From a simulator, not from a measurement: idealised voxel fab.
This section sets out a process module, namely voxel released beams.
We display cut, a cross-section 250 nm in width whose square cells are each 5 nm.
Cross-section format: a grid of square cells, given as bands from top to bottom; each band is one or more rows of cells.
The band entry comprises the height of the band's top followed by the height of its bottom, expressed in nm, and subsequently the band's materials from left to right, each stated together with its width in nm. Where a single material is marked with the word "edge to edge", that material fills the band from edge to edge. The word "blank" represents empty space.
Height is counted from the level 0, under which the received wafer is composed throughout of one material. The lowest of the bands is not closed at the bottom but continues downward, in the notation "z 0 and below".
Width "30 to 40": first value at the band's top row of cells, second value at its bottom row, equal change from row to row.
For the purposes of this document, the phrase "no modification" attached to a step denotes that no cell within the cross-section was modified by that step.
Under "Tabulated closed voids" you'll find the enclosed gaps, the ones with no way out to the top, that are 8 cells or bigger; each reads width x height at distance, with distance counted from the left edge, everything in nm.
On each step's line, the part that comes after the settings is the simulator's own comment on the step.
A step line may carry the setting "overlay nm", which, for steps involving a mask, states the distance by which the mask lay to the right of its intended position; negative values denote displacement to the left.

# Here's what the planned process steps look like
step 1: RECEIVE, material Si
step 2: CONFORMAL_DEP, material Al2O3, thk nm 5
step 3: DIRECTIONAL_DEP, material SiO2, thk nm 10
step 4: PATTERN, tone open, mask id ANCHOR, material resist, width nm 30, thk nm 15, overlay nm 0
step 5: DIRECTIONAL_ETCH, etch materials SiO2, depth nm 10
step 6: STRIP, etch materials resist
step 7: CONFORMAL_DEP, material SiN, thk nm 10
step 8: PATTERN, tone cover, mask id BEAM, material resist, width nm 100, thk nm 15, overlay nm 0
step 9: DIRECTIONAL_ETCH, etch materials SiN, depth nm 10
step 10: STRIP, etch materials resist
step 11: STRIP, etch materials SiO2

# Cross-section of the wafer at receipt, which is the condition after step 1
    z 0 and below: Si edge to edge
    Tabulated closed voids: none

# first wafer at the end, as planned
    z 25 to 15: blank 70 nm  SiN 15 nm  blank 10 nm  SiN 75 nm  blank 80 nm
    z 15 to 5: blank 75 nm  SiN 30 nm  blank 145 nm
    z 5 to 0: Al2O3 edge to edge
    z 0 and below: Si edge to edge
    Tabulated closed voids: none

# Same start, same plan as the first wafer - but one mistake in the run. Cross-section of the second of the two at the end of the module
    z 25 to 15: blank 70 nm  SiN 100 nm  blank 80 nm
    z 15 to 10: Al2O3 edge to edge
    z 10 to 0: SiO2 edge to edge
    z 0 and below: Si edge to edge
    Tabulated closed voids: none
Here's what went sideways: contrary to the plan, steps 2 and 3 were processed in exchanged order
Counted in cells at the end, the second wafer holds more or fewer of these materials than the first: SiN -8 | SiO2 +100
